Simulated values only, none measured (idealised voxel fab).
The process module that follows is named voxel transistor to metal.
This is section cut - it's 185 nm across, gridded in 5 nm square cells.
Each cross-section below is a grid of square cells, stated as bands in top-down order, with one or more rows of cells making up each band.
What a band's entry tells you: where the top is and where the bottom is, as heights in nm, and after that what lies inside, material by material from left to right, each with its width in nm. Empty space is written as the word "air", and a single material marked with the word "all across" occupies the band from edge to edge.
Heights are expressed relative to 0, this being the level below which the as-received wafer comprises one material exclusively. The lowest band is unbounded in the downward direction and is denoted as in "z 0 and below".
A width given as "30..40" starts at the first number in the band's top row and ends at the second number in its bottom row, shifting by an equal amount at every step from row to row.
"no modifications" after a step means that no cell of the cross-section changed.
Closed-off voids of 8+ cells (no open route to the top) go in "Catalogued sealed voids", written width x height at distance from the left edge, in nm.
Read whatever lies past the settings on a step's line as the simulator's own remark about the step.
The "overlay nm" setting may appear on a step's line; for a step that uses a mask, it gives how far to the right of its planned position the mask lay, and a negative value indicates the left.

## Intended process steps
1) RECEIVE: material Si
2) CONFORMAL_DEP: material SiO2, thk nm 5
3) CONFORMAL_DEP: material SiN, thk nm 15
4) PATTERN: tone cover, mask id ACTIVE, material resist, width nm 105, thk nm 20, overlay nm 0
5) DIRECTIONAL_ETCH: etch materials SiN, depth nm 15
6) DIRECTIONAL_ETCH: etch materials SiO2, depth nm 5
7) DIRECTIONAL_ETCH: etch materials Si, depth nm 30
8) STRIP: etch materials resist
9) FILL_DEP: material SiO2, thk nm 5
10) CMP: height nm 20
11) SELECTIVE_ETCH: etch materials SiO2, depth nm 5
12) STRIP: etch materials SiN
13) SELECTIVE_ETCH: etch materials SiO2, depth nm 5
14) OXIDIZE: depth nm 5
15) DIRECTIONAL_DEP: material polySi, thk nm 30
16) DIRECTIONAL_DEP: material SiCN, thk nm 10
17) PATTERN: tone cover, mask id GATE, material resist, width nm 25, thk nm 20, overlay nm 0
18) DIRECTIONAL_ETCH: etch materials SiCN, depth nm 20
19) DIRECTIONAL_ETCH: etch materials polySi, depth nm 40
20) STRIP: etch materials resist
21) CONFORMAL_DEP: material SiN, thk nm 10
22) DIRECTIONAL_ETCH: etch materials SiN, depth nm 10
23) DIRECTIONAL_ETCH: etch materials SiO2, depth nm 5
24) DIRECTIONAL_ETCH: etch materials Si, depth nm 10
25) EPI: material nSi, thk nm 10
26) FILL_DEP: material SiO2, thk nm 10
27) CMP: height nm 40
28) DIRECTIONAL_DEP: material SiO2, thk nm 15
29) PATTERN: tone open, mask id CONTACT, material resist, width nm 20, pitch nm 75, thk nm 15, overlay nm 0
30) DIRECTIONAL_ETCH: etch materials SiO2, depth nm 60
31) STRIP: etch materials resist
32) CONFORMAL_DEP: material TiN, thk nm 5
33) FILL_DEP: material Ru, thk nm 5
34) CMP: height nm 55
35) DIRECTIONAL_DEP: material TiN, thk nm 5
36) DIRECTIONAL_DEP: material W, thk nm 20
37) MASKED_ETCH: tone cover, mask id METAL_1, width nm 20, pitch nm 75, etch materials W, depth nm 20, overlay nm 0
38) MASKED_ETCH: tone cover, mask id METAL_1, width nm 20, pitch nm 75, etch materials TiN, depth nm 5, overlay nm 0
39) CONFORMAL_DEP: material SiCN, thk nm 5
40) FILL_DEP: material SiO2, thk nm 5
41) CMP: height nm 80
42) CONFORMAL_DEP: material SiCN, thk nm 5

## Below: the first of two wafers, run as planned

## Delivered wafer in cross-section: state after step 1
	z 0 and below: Si all across
	Catalogued sealed voids: none

## Once step 2 is through, the wafer looks like this in cross-section
	z 5 to 0: SiO2 all across
	No changes below 0.

## Once step 3 is through, the wafer looks like this in cross-section
	z 20 to 5: SiN all across
	No changes below 5.

## Once step 4 is through, the wafer looks like this in cross-section
	z 40 to 20: 40 air, then 105 resist, then 40 air
	No changes below 20.

## Once step 5 is through, the wafer looks like this in cross-section
	z 40 to 20: 40 air, then 105 resist, then 40 air
	z 20 to 5: 40 air, then 105 SiN, then 40 air
	No changes below 5.

## Once step 6 is through, the wafer looks like this in cross-section
	z 40 to 20: 40 air, then 105 resist, then 40 air
	z 20 to 5: 40 air, then 105 SiN, then 40 air
	z 5 to 0: 40 air, then 105 SiO2, then 40 air
	No changes below 0.

## Once step 7 is through, the wafer looks like this in cross-section
	z 40 to 20: 40 air, then 105 resist, then 40 air
	z 20 to 5: 40 air, then 105 SiN, then 40 air
	z 5 to 0: 40 air, then 105 SiO2, then 40 air
	z 0 to -30: 40 air, then 105 Si, then 40 air
	No changes below -30.

## Once step 8 is through, the wafer looks like this in cross-section
	z 20 to 5: 40 air, then 105 SiN, then 40 air
	No changes below 5.

## Once step 9 is through, the wafer looks like this in cross-section
	z 25 to 20: SiO2 all across
	z 20 to 5: 40 SiO2, then 105 SiN, then 40 SiO2
	z 5 to 0: SiO2 all across
	z 0 to -30: 40 SiO2, then 105 Si, then 40 SiO2
	No changes below -30.

## Once step 10 is through, the wafer looks like this in cross-section
	z 20 to 5: 40 SiO2, then 105 SiN, then 40 SiO2
	No changes below 5.

## Once step 11 is through, the wafer looks like this in cross-section
	z 20 to 15: 40 air, then 105 SiN, then 40 air
	No changes below 15.

## Once step 12 is through, the wafer looks like this in cross-section
	z 15 to 5: 40 SiO2, then 105 air, then 40 SiO2
	No changes below 5.

## Once step 13 is through, the wafer looks like this in cross-section
	z 10 to 0: 35 SiO2, then 115 air, then 35 SiO2
	No changes below 0.

## Once step 14 is through, the wafer looks like this in cross-section
	z 10 to 0: 35 SiO2, then 115 air, then 35 SiO2
	z 0 to -5: SiO2 all across
	No changes below -5.

## Once step 15 is through, the wafer looks like this in cross-section
	z 40 to 30: 35 polySi, then 115 air, then 35 polySi
	z 30 to 10: polySi all across
	z 10 to 0: 35 SiO2, then 115 polySi, then 35 SiO2
	No changes below 0.

## Once step 16 is through, the wafer looks like this in cross-section
	z 50 to 40: 35 SiCN, then 115 air, then 35 SiCN
	z 40 to 30: 35 polySi, then 115 SiCN, then 35 polySi
	No changes below 30.

## Once step 17 is through, the wafer looks like this in cross-section
	z 70 to 50: 80 air, then 25 resist, then 80 air
	z 50 to 40: 35 SiCN, then 45 air, then 25 resist, then 45 air, then 35 SiCN
	No changes below 40.

## Once step 18 is through, the wafer looks like this in cross-section
	z 70 to 40: 80 air, then 25 resist, then 80 air
	z 40 to 30: 35 polySi, then 45 air, then 25 SiCN, then 45 air, then 35 polySi
	No changes below 30.

## Once step 19 is through, the wafer looks like this in cross-section
	z 70 to 40: 80 air, then 25 resist, then 80 air
	z 40 to 30: 80 air, then 25 SiCN, then 80 air
	z 30 to 10: 80 air, then 25 polySi, then 80 air
	z 10 to 0: 35 SiO2, then 45 air, then 25 polySi, then 45 air, then 35 SiO2
	No changes below 0.

## Once step 20 is through, the wafer looks like this in cross-section
	z 40 to 30: 80 air, then 25 SiCN, then 80 air
	No changes below 30.

## Once step 21 is through, the wafer looks like this in cross-section
	z 50 to 40: 70 air, then 45 SiN, then 70 air
	z 40 to 30: 70 air, then 10 SiN, then 25 SiCN, then 10 SiN, then 70 air
	z 30 to 20: 70 air, then 10 SiN, then 25 polySi, then 10 SiN, then 70 air
	z 20 to 10: 45 SiN, then 25 air, then 10 SiN, then 25 polySi, then 10 SiN, then 25 air, then 45 SiN
	z 10 to 0: 35 SiO2, then 45 SiN, then 25 polySi, then 45 SiN, then 35 SiO2
	No changes below 0.

## Once step 22 is through, the wafer looks like this in cross-section
	z 40 to 30: 70 air, then 10 SiN, then 25 SiCN, then 10 SiN, then 70 air
	z 30 to 10: 70 air, then 10 SiN, then 25 polySi, then 10 SiN, then 70 air
	z 10 to 0: 35 SiO2, then 10 SiN, then 25 air, then 10 SiN, then 25 polySi, then 10 SiN, then 25 air, then 10 SiN, then 35 SiO2
	No changes below 0.

## Once step 23 is through, the wafer looks like this in cross-section
	z 40 to 30: 70 air, then 10 SiN, then 25 SiCN, then 10 SiN, then 70 air
	z 30 to 10: 70 air, then 10 SiN, then 25 polySi, then 10 SiN, then 70 air
	z 10 to 5: 35 air, then 10 SiN, then 25 air, then 10 SiN, then 25 polySi, then 10 SiN, then 25 air, then 10 SiN, then 35 air
	z 5 to 0: 35 SiO2, then 10 SiN, then 25 air, then 10 SiN, then 25 polySi, then 10 SiN, then 25 air, then 10 SiN, then 35 SiO2
	z 0 to -5: 45 SiO2, then 25 air, then 45 SiO2, then 25 air, then 45 SiO2
	No changes below -5.

## Once step 24 is through, the wafer looks like this in cross-section
	z 40 to 30: 70 air, then 10 SiN, then 25 SiCN, then 10 SiN, then 70 air
	z 30 to 10: 70 air, then 10 SiN, then 25 polySi, then 10 SiN, then 70 air
	z 10 to 5: 35 air, then 10 SiN, then 25 air, then 10 SiN, then 25 polySi, then 10 SiN, then 25 air, then 10 SiN, then 35 air
	z 5 to 0: 35 SiO2, then 10 SiN, then 25 air, then 10 SiN, then 25 polySi, then 10 SiN, then 25 air, then 10 SiN, then 35 SiO2
	z 0 to -5: 45 SiO2, then 25 air, then 45 SiO2, then 25 air, then 45 SiO2
	z -5 to -15: 40 SiO2, then 5 Si, then 25 air, then 45 Si, then 25 air, then 5 Si, then 40 SiO2
	No changes below -15.

## Once step 25 is through, the wafer looks like this in cross-section
	z 40 to 30: 70 air, then 10 SiN, then 25 SiCN, then 10 SiN, then 70 air
	z 30 to 10: 70 air, then 10 SiN, then 25 polySi, then 10 SiN, then 70 air
	z 10 to 5: 35 air, then 10 SiN, then 25 air, then 10 SiN, then 25 polySi, then 10 SiN, then 25 air, then 10 SiN, then 35 air
	z 5 to 0: 35 SiO2, then 10 SiN, then 10 nSi, then 5 air, then 10 nSi, then 10 SiN, then 25 polySi, then 10 SiN, then 10 nSi, then 5 air, then 10 nSi, then 10 SiN, then 35 SiO2
	z 0 to -5: 45 SiO2, then 10 nSi, then 5 air, then 10 nSi, then 45 SiO2, then 10 nSi, then 5 air, then 10 nSi, then 45 SiO2
	z -5 to -15: 40 SiO2, then 5 Si, then 25 nSi, then 45 Si, then 25 nSi, then 5 Si, then 40 SiO2
	No changes below -15.

## Once step 26 is through, the wafer looks like this in cross-section
	z 50 to 40: SiO2 all across
	z 40 to 30: 70 SiO2, then 10 SiN, then 25 SiCN, then 10 SiN, then 70 SiO2
	z 30 to 10: 70 SiO2, then 10 SiN, then 25 polySi, then 10 SiN, then 70 SiO2
	z 10 to 5: 35 SiO2, then 10 SiN, then 25 SiO2, then 10 SiN, then 25 polySi, then 10 SiN, then 25 SiO2, then 10 SiN, then 35 SiO2
	z 5 to 0: 35 SiO2, then 10 SiN, then 10 nSi, then 5 SiO2, then 10 nSi, then 10 SiN, then 25 polySi, then 10 SiN, then 10 nSi, then 5 SiO2, then 10 nSi, then 10 SiN, then 35 SiO2
	z 0 to -5: 45 SiO2, then 10 nSi, then 5 SiO2, then 10 nSi, then 45 SiO2, then 10 nSi, then 5 SiO2, then 10 nSi, then 45 SiO2
	No changes below -5.

## Once step 27 is through, the wafer looks like this in cross-section
	z 40 to 30: 70 SiO2, then 10 SiN, then 25 SiCN, then 10 SiN, then 70 SiO2
	No changes below 30.

## Once step 28 is through, the wafer looks like this in cross-section
	z 55 to 40: SiO2 all across
	No changes below 40.

## Once step 29 is through, the wafer looks like this in cross-section
	z 70 to 55: 45 resist, then 20 air, then 55 resist, then 20 air, then 45 resist
	No changes below 55.

## Once step 30 is through, the wafer looks like this in cross-section
	z 70 to 55: 45 resist, then 20 air, then 55 resist, then 20 air, then 45 resist
	z 55 to 40: 45 SiO2, then 20 air, then 55 SiO2, then 20 air, then 45 SiO2
	z 40 to 30: 45 SiO2, then 20 air, then 5 SiO2, then 10 SiN, then 25 SiCN, then 10 SiN, then 5 SiO2, then 20 air, then 45 SiO2
	z 30 to 10: 45 SiO2, then 20 air, then 5 SiO2, then 10 SiN, then 25 polySi, then 10 SiN, then 5 SiO2, then 20 air, then 45 SiO2
	z 10 to 5: 35 SiO2, then 10 SiN, then 20 air, then 5 SiO2, then 10 SiN, then 25 polySi, then 10 SiN, then 5 SiO2, then 20 air, then 10 SiN, then 35 SiO2
	z 5 to 0: 35 SiO2, then 10 SiN, then 10 nSi, then 5 air, then 10 nSi, then 10 SiN, then 25 polySi, then 10 SiN, then 10 nSi, then 5 air, then 10 nSi, then 10 SiN, then 35 SiO2
	z 0 to -5: 45 SiO2, then 10 nSi, then 5 air, then 10 nSi, then 45 SiO2, then 10 nSi, then 5 air, then 10 nSi, then 45 SiO2
	No changes below -5.

## Once step 31 is through, the wafer looks like this in cross-section
	z 55 to 40: 45 SiO2, then 20 air, then 55 SiO2, then 20 air, then 45 SiO2
	No changes below 40.

## Once step 32 is through, the wafer looks like this in cross-section
	z 60 to 55: 50 TiN, then 10 air, then 65 TiN, then 10 air, then 50 TiN
	z 55 to 40: 45 SiO2, then 5 TiN, then 10 air, then 5 TiN, then 55 SiO2, then 5 TiN, then 10 air, then 5 TiN, then 45 SiO2
	z 40 to 30: 45 SiO2, then 5 TiN, then 10 air, then 5 TiN, then 5 SiO2, then 10 SiN, then 25 SiCN, then 10 SiN, then 5 SiO2, then 5 TiN, then 10 air, then 5 TiN, then 45 SiO2
	z 30 to 10: 45 SiO2, then 5 TiN, then 10 air, then 5 TiN, then 5 SiO2, then 10 SiN, then 25 polySi, then 10 SiN, then 5 SiO2, then 5 TiN, then 10 air, then 5 TiN, then 45 SiO2
	z 10 to 5: 35 SiO2, then 10 SiN, then 20 TiN, then 5 SiO2, then 10 SiN, then 25 polySi, then 10 SiN, then 5 SiO2, then 20 TiN, then 10 SiN, then 35 SiO2
	z 5 to 0: 35 SiO2, then 10 SiN, then 10 nSi, then 5 TiN, then 10 nSi, then 10 SiN, then 25 polySi, then 10 SiN, then 10 nSi, then 5 TiN, then 10 nSi, then 10 SiN, then 35 SiO2
	z 0 to -5: 45 SiO2, then 10 nSi, then 5 TiN, then 10 nSi, then 45 SiO2, then 10 nSi, then 5 TiN, then 10 nSi, then 45 SiO2
	No changes below -5.

## Once step 33 is through, the wafer looks like this in cross-section
	z 65 to 60: Ru all across
	z 60 to 55: 50 TiN, then 10 Ru, then 65 TiN, then 10 Ru, then 50 TiN
	z 55 to 40: 45 SiO2, then 5 TiN, then 10 Ru, then 5 TiN, then 55 SiO2, then 5 TiN, then 10 Ru, then 5 TiN, then 45 SiO2
	z 40 to 30: 45 SiO2, then 5 TiN, then 10 Ru, then 5 TiN, then 5 SiO2, then 10 SiN, then 25 SiCN, then 10 SiN, then 5 SiO2, then 5 TiN, then 10 Ru, then 5 TiN, then 45 SiO2
	z 30 to 10: 45 SiO2, then 5 TiN, then 10 Ru, then 5 TiN, then 5 SiO2, then 10 SiN, then 25 polySi, then 10 SiN, then 5 SiO2, then 5 TiN, then 10 Ru, then 5 TiN, then 45 SiO2
	No changes below 10.

## Once step 34 is through, the wafer looks like this in cross-section
	z 55 to 40: 45 SiO2, then 5 TiN, then 10 Ru, then 5 TiN, then 55 SiO2, then 5 TiN, then 10 Ru, then 5 TiN, then 45 SiO2
	No changes below 40.

## Once step 35 is through, the wafer looks like this in cross-section
	z 60 to 55: TiN all across
	No changes below 55.

## Once step 36 is through, the wafer looks like this in cross-section
	z 80 to 60: W all across
	No changes below 60.

## Once step 37 is through, the wafer looks like this in cross-section
	z 80 to 60: 45 air, then 20 W, then 55 air, then 20 W, then 45 air
	No changes below 60.

## Once step 38 is through, the wafer looks like this in cross-section
	z 80 to 60: 45 air, then 20 W, then 55 air, then 20 W, then 45 air
	z 60 to 55: 45 air, then 20 TiN, then 55 air, then 20 TiN, then 45 air
	No changes below 55.

## Once step 39 is through, the wafer looks like this in cross-section
	z 85 to 80: 40 air, then 30 SiCN, then 45 air, then 30 SiCN, then 40 air
	z 80 to 60: 40 air, then 5 SiCN, then 20 W, then 5 SiCN, then 45 air, then 5 SiCN, then 20 W, then 5 SiCN, then 40 air
	z 60 to 55: 45 SiCN, then 20 TiN, then 55 SiCN, then 20 TiN, then 45 SiCN
	No changes below 55.

## Once step 40 is through, the wafer looks like this in cross-section
	z 90 to 85: SiO2 all across
	z 85 to 80: 40 SiO2, then 30 SiCN, then 45 SiO2, then 30 SiCN, then 40 SiO2
	z 80 to 60: 40 SiO2, then 5 SiCN, then 20 W, then 5 SiCN, then 45 SiO2, then 5 SiCN, then 20 W, then 5 SiCN, then 40 SiO2
	No changes below 60.

## Once step 41 is through, the wafer looks like this in cross-section
	z 80 to 60: 40 SiO2, then 5 SiCN, then 20 W, then 5 SiCN, then 45 SiO2, then 5 SiCN, then 20 W, then 5 SiCN, then 40 SiO2
	No changes below 60.

## Once step 42 is through, the wafer looks like this in cross-section
	z 85 to 80: SiCN all across
	No changes below 80.

## Second wafer - shared start and plan with the first - one error in running - same as the first up to step 10 inclusive

## when step 11 should have ended
	z 20 to 5: 40 SiO2, then 105 air, then 40 SiO2
	No changes below 5.

## when step 12 should have ended
	z 15 to 0: 35 SiO2, then 115 air, then 35 SiO2
	No changes below 0.

## when step 13 should have ended
	z 10 to 0: 30 SiO2, then 125 air, then 30 SiO2
	z 0 to -5: 30 SiO2, then 10 air, then 105 Si, then 10 air, then 30 SiO2
	No changes below -5.

## when step 14 should have ended
	z 10 to 0: 30 SiO2, then 125 air, then 30 SiO2
	z 0 to -5: 30 SiO2, then 10 air, then 105 SiO2, then 10 air, then 30 SiO2
	z -5 to -10: 45 SiO2, then 95 Si, then 45 SiO2
	No changes below -10.

## when step 15 should have ended
	z 40 to 30: 30 polySi, then 125 air, then 30 polySi
	z 30 to 25: 30 polySi, then 10 air, then 105 polySi, then 10 air, then 30 polySi
	z 25 to 10: polySi all across
	z 10 to 0: 30 SiO2, then 125 polySi, then 30 SiO2
	z 0 to -5: 30 SiO2, then 10 polySi, then 105 SiO2, then 10 polySi, then 30 SiO2
	No changes below -5.

## when step 16 should have ended
	z 50 to 40: 30 SiCN, then 125 air, then 30 SiCN
	z 40 to 35: 30 polySi, then 10 air, then 105 SiCN, then 10 air, then 30 polySi
	z 35 to 30: 30 polySi, then 125 SiCN, then 30 polySi
	z 30 to 25: 30 polySi, then 10 SiCN, then 105 polySi, then 10 SiCN, then 30 polySi
	No changes below 25.

## when step 17 should have ended
	z 70 to 50: 80 air, then 25 resist, then 80 air
	z 50 to 40: 30 SiCN, then 50 air, then 25 resist, then 50 air, then 30 SiCN
	No changes below 40.

## when step 18 should have ended
	z 70 to 40: 80 air, then 25 resist, then 80 air
	z 40 to 30: 30 polySi, then 50 air, then 25 SiCN, then 50 air, then 30 polySi
	z 30 to 25: 30 polySi, then 10 air, then 105 polySi, then 10 air, then 30 polySi
	No changes below 25.

## when step 19 should have ended
	z 70 to 40: 80 air, then 25 resist, then 80 air
	z 40 to 30: 80 air, then 25 SiCN, then 80 air
	z 30 to 10: 80 air, then 25 polySi, then 80 air
	z 10 to 0: 30 SiO2, then 50 air, then 25 polySi, then 50 air, then 30 SiO2
	z 0 to -5: 30 SiO2, then 10 air, then 105 SiO2, then 10 air, then 30 SiO2
	No changes below -5.

## when step 20 should have ended
	z 40 to 30: 80 air, then 25 SiCN, then 80 air
	No changes below 30.

## when step 21 should have ended
	z 50 to 40: 70 air, then 45 SiN, then 70 air
	z 40 to 30: 70 air, then 10 SiN, then 25 SiCN, then 10 SiN, then 70 air
	z 30 to 20: 70 air, then 10 SiN, then 25 polySi, then 10 SiN, then 70 air
	z 20 to 10: 40 SiN, then 30 air, then 10 SiN, then 25 polySi, then 10 SiN, then 30 air, then 40 SiN
	z 10 to 0: 30 SiO2, then 50 SiN, then 25 polySi, then 50 SiN, then 30 SiO2
	z 0 to -5: 30 SiO2, then 10 SiN, then 105 SiO2, then 10 SiN, then 30 SiO2
	No changes below -5.

## when step 22 should have ended
	z 40 to 30: 70 air, then 10 SiN, then 25 SiCN, then 10 SiN, then 70 air
	z 30 to 10: 70 air, then 10 SiN, then 25 polySi, then 10 SiN, then 70 air
	z 10 to 0: 30 SiO2, then 10 SiN, then 30 air, then 10 SiN, then 25 polySi, then 10 SiN, then 30 air, then 10 SiN, then 30 SiO2
	No changes below 0.

## when step 23 should have ended
	z 40 to 30: 70 air, then 10 SiN, then 25 SiCN, then 10 SiN, then 70 air
	z 30 to 10: 70 air, then 10 SiN, then 25 polySi, then 10 SiN, then 70 air
	z 10 to 5: 30 air, then 10 SiN, then 30 air, then 10 SiN, then 25 polySi, then 10 SiN, then 30 air, then 10 SiN, then 30 air
	z 5 to 0: 30 SiO2, then 10 SiN, then 30 air, then 10 SiN, then 25 polySi, then 10 SiN, then 30 air, then 10 SiN, then 30 SiO2
	z 0 to -5: 30 SiO2, then 10 SiN, then 30 air, then 45 SiO2, then 30 air, then 10 SiN, then 30 SiO2
	No changes below -5.

## when step 24 should have ended
	z 40 to 30: 70 air, then 10 SiN, then 25 SiCN, then 10 SiN, then 70 air
	z 30 to 10: 70 air, then 10 SiN, then 25 polySi, then 10 SiN, then 70 air
	z 10 to 5: 30 air, then 10 SiN, then 30 air, then 10 SiN, then 25 polySi, then 10 SiN, then 30 air, then 10 SiN, then 30 air
	z 5 to 0: 30 SiO2, then 10 SiN, then 30 air, then 10 SiN, then 25 polySi, then 10 SiN, then 30 air, then 10 SiN, then 30 SiO2
	z 0 to -5: 30 SiO2, then 10 SiN, then 30 air, then 45 SiO2, then 30 air, then 10 SiN, then 30 SiO2
	z -5 to -10: 45 SiO2, then 25 air, then 45 Si, then 25 air, then 45 SiO2
	z -10 to -15: 40 SiO2, then 5 Si, then 25 air, then 45 Si, then 25 air, then 5 Si, then 40 SiO2
	No changes below -15.

## when step 25 should have ended
	z 40 to 30: 70 air, then 10 SiN, then 25 SiCN, then 10 SiN, then 70 air
	z 30 to 10: 70 air, then 10 SiN, then 25 polySi, then 10 SiN, then 70 air
	z 10 to 5: 30 air, then 10 SiN, then 30 air, then 10 SiN, then 25 polySi, then 10 SiN, then 30 air, then 10 SiN, then 30 air
	z 5 to 0: 30 SiO2, then 10 SiN, then 20 air, then 10 nSi, then 10 SiN, then 25 polySi, then 10 SiN, then 10 nSi, then 20 air, then 10 SiN, then 30 SiO2
	z 0 to -5: 30 SiO2, then 10 SiN, then 15 nSi, then 5 air, then 10 nSi, then 45 SiO2, then 10 nSi, then 5 air, then 15 nSi, then 10 SiN, then 30 SiO2
	z -5 to -10: 45 SiO2, then 25 nSi, then 45 Si, then 25 nSi, then 45 SiO2
	z -10 to -15: 40 SiO2, then 5 Si, then 25 nSi, then 45 Si, then 25 nSi, then 5 Si, then 40 SiO2
	No changes below -15.

## when step 26 should have ended
	z 50 to 40: SiO2 all across
	z 40 to 30: 70 SiO2, then 10 SiN, then 25 SiCN, then 10 SiN, then 70 SiO2
	z 30 to 10: 70 SiO2, then 10 SiN, then 25 polySi, then 10 SiN, then 70 SiO2
	z 10 to 5: 30 SiO2, then 10 SiN, then 30 SiO2, then 10 SiN, then 25 polySi, then 10 SiN, then 30 SiO2, then 10 SiN, then 30 SiO2
	z 5 to 0: 30 SiO2, then 10 SiN, then 20 SiO2, then 10 nSi, then 10 SiN, then 25 polySi, then 10 SiN, then 10 nSi, then 20 SiO2, then 10 SiN, then 30 SiO2
	z 0 to -5: 30 SiO2, then 10 SiN, then 15 nSi, then 5 SiO2, then 10 nSi, then 45 SiO2, then 10 nSi, then 5 SiO2, then 15 nSi, then 10 SiN, then 30 SiO2
	No changes below -5.

## when step 27 should have ended
	z 40 to 30: 70 SiO2, then 10 SiN, then 25 SiCN, then 10 SiN, then 70 SiO2
	No changes below 30.

## when step 28 should have ended
	z 55 to 40: SiO2 all across
	No changes below 40.

## when step 29 should have ended
	z 70 to 55: 45 resist, then 20 air, then 55 resist, then 20 air, then 45 resist
	No changes below 55.

## when step 30 should have ended
	z 70 to 55: 45 resist, then 20 air, then 55 resist, then 20 air, then 45 resist
	z 55 to 40: 45 SiO2, then 20 air, then 55 SiO2, then 20 air, then 45 SiO2
	z 40 to 30: 45 SiO2, then 20 air, then 5 SiO2, then 10 SiN, then 25 SiCN, then 10 SiN, then 5 SiO2, then 20 air, then 45 SiO2
	z 30 to 10: 45 SiO2, then 20 air, then 5 SiO2, then 10 SiN, then 25 polySi, then 10 SiN, then 5 SiO2, then 20 air, then 45 SiO2
	z 10 to 5: 30 SiO2, then 10 SiN, then 5 SiO2, then 20 air, then 5 SiO2, then 10 SiN, then 25 polySi, then 10 SiN, then 5 SiO2, then 20 air, then 5 SiO2, then 10 SiN, then 30 SiO2
	z 5 to 0: 30 SiO2, then 10 SiN, then 5 SiO2, then 15 air, then 10 nSi, then 10 SiN, then 25 polySi, then 10 SiN, then 10 nSi, then 15 air, then 5 SiO2, then 10 SiN, then 30 SiO2
	z 0 to -5: 30 SiO2, then 10 SiN, then 15 nSi, then 5 air, then 10 nSi, then 45 SiO2, then 10 nSi, then 5 air, then 15 nSi, then 10 SiN, then 30 SiO2
	No changes below -5.

## when step 31 should have ended
	z 55 to 40: 45 SiO2, then 20 air, then 55 SiO2, then 20 air, then 45 SiO2
	No changes below 40.

## when step 32 should have ended
	z 60 to 55: 50 TiN, then 10 air, then 65 TiN, then 10 air, then 50 TiN
	z 55 to 40: 45 SiO2, then 5 TiN, then 10 air, then 5 TiN, then 55 SiO2, then 5 TiN, then 10 air, then 5 TiN, then 45 SiO2
	z 40 to 30: 45 SiO2, then 5 TiN, then 10 air, then 5 TiN, then 5 SiO2, then 10 SiN, then 25 SiCN, then 10 SiN, then 5 SiO2, then 5 TiN, then 10 air, then 5 TiN, then 45 SiO2
	z 30 to 10: 45 SiO2, then 5 TiN, then 10 air, then 5 TiN, then 5 SiO2, then 10 SiN, then 25 polySi, then 10 SiN, then 5 SiO2, then 5 TiN, then 10 air, then 5 TiN, then 45 SiO2
	z 10 to 5: 30 SiO2, then 10 SiN, then 5 SiO2, then 5 TiN, then 5 air, then 10 TiN, then 5 SiO2, then 10 SiN, then 25 polySi, then 10 SiN, then 5 SiO2, then 10 TiN, then 5 air, then 5 TiN, then 5 SiO2, then 10 SiN, then 30 SiO2
	z 5 to 0: 30 SiO2, then 10 SiN, then 5 SiO2, then 15 TiN, then 10 nSi, then 10 SiN, then 25 polySi, then 10 SiN, then 10 nSi, then 15 TiN, then 5 SiO2, then 10 SiN, then 30 SiO2
	z 0 to -5: 30 SiO2, then 10 SiN, then 15 nSi, then 5 TiN, then 10 nSi, then 45 SiO2, then 10 nSi, then 5 TiN, then 15 nSi, then 10 SiN, then 30 SiO2
	No changes below -5.

## when step 33 should have ended
	z 65 to 60: Ru all across
	z 60 to 55: 50 TiN, then 10 Ru, then 65 TiN, then 10 Ru, then 50 TiN
	z 55 to 40: 45 SiO2, then 5 TiN, then 10 Ru, then 5 TiN, then 55 SiO2, then 5 TiN, then 10 Ru, then 5 TiN, then 45 SiO2
	z 40 to 30: 45 SiO2, then 5 TiN, then 10 Ru, then 5 TiN, then 5 SiO2, then 10 SiN, then 25 SiCN, then 10 SiN, then 5 SiO2, then 5 TiN, then 10 Ru, then 5 TiN, then 45 SiO2
	z 30 to 10: 45 SiO2, then 5 TiN, then 10 Ru, then 5 TiN, then 5 SiO2, then 10 SiN, then 25 polySi, then 10 SiN, then 5 SiO2, then 5 TiN, then 10 Ru, then 5 TiN, then 45 SiO2
	z 10 to 5: 30 SiO2, then 10 SiN, then 5 SiO2, then 5 TiN, then 5 Ru, then 10 TiN, then 5 SiO2, then 10 SiN, then 25 polySi, then 10 SiN, then 5 SiO2, then 10 TiN, then 5 Ru, then 5 TiN, then 5 SiO2, then 10 SiN, then 30 SiO2
	No changes below 5.

## when step 34 should have ended
	z 55 to 40: 45 SiO2, then 5 TiN, then 10 Ru, then 5 TiN, then 55 SiO2, then 5 TiN, then 10 Ru, then 5 TiN, then 45 SiO2
	No changes below 40.

## when step 35 should have ended
	z 60 to 55: TiN all across
	No changes below 55.

## when step 36 should have ended
	z 80 to 60: W all across
	No changes below 60.

## when step 37 should have ended
	z 80 to 60: 45 air, then 20 W, then 55 air, then 20 W, then 45 air
	No changes below 60.

## when step 38 should have ended
	z 80 to 60: 45 air, then 20 W, then 55 air, then 20 W, then 45 air
	z 60 to 55: 45 air, then 20 TiN, then 55 air, then 20 TiN, then 45 air
	No changes below 55.

## when step 39 should have ended
	z 85 to 80: 40 air, then 30 SiCN, then 45 air, then 30 SiCN, then 40 air
	z 80 to 60: 40 air, then 5 SiCN, then 20 W, then 5 SiCN, then 45 air, then 5 SiCN, then 20 W, then 5 SiCN, then 40 air
	z 60 to 55: 45 SiCN, then 20 TiN, then 55 SiCN, then 20 TiN, then 45 SiCN
	No changes below 55.

## when step 40 should have ended
	z 90 to 85: SiO2 all across
	z 85 to 80: 40 SiO2, then 30 SiCN, then 45 SiO2, then 30 SiCN, then 40 SiO2
	z 80 to 60: 40 SiO2, then 5 SiCN, then 20 W, then 5 SiCN, then 45 SiO2, then 5 SiCN, then 20 W, then 5 SiCN, then 40 SiO2
	No changes below 60.

## when step 41 should have ended
	z 80 to 60: 40 SiO2, then 5 SiCN, then 20 W, then 5 SiCN, then 45 SiO2, then 5 SiCN, then 20 W, then 5 SiCN, then 40 SiO2
	No changes below 60.

## when step 42 should have ended
	z 85 to 80: SiCN all across
	No changes below 80.
What was done differently from what was planned? swap of plan steps 11 and 12 during execution
Bottom line after processing is that, in cells, the second wafer is up or down on some materials versus the first: +2 Ru; -2 Si; +4 SiN; -4 SiO2; +2 TiN; -2 nSi
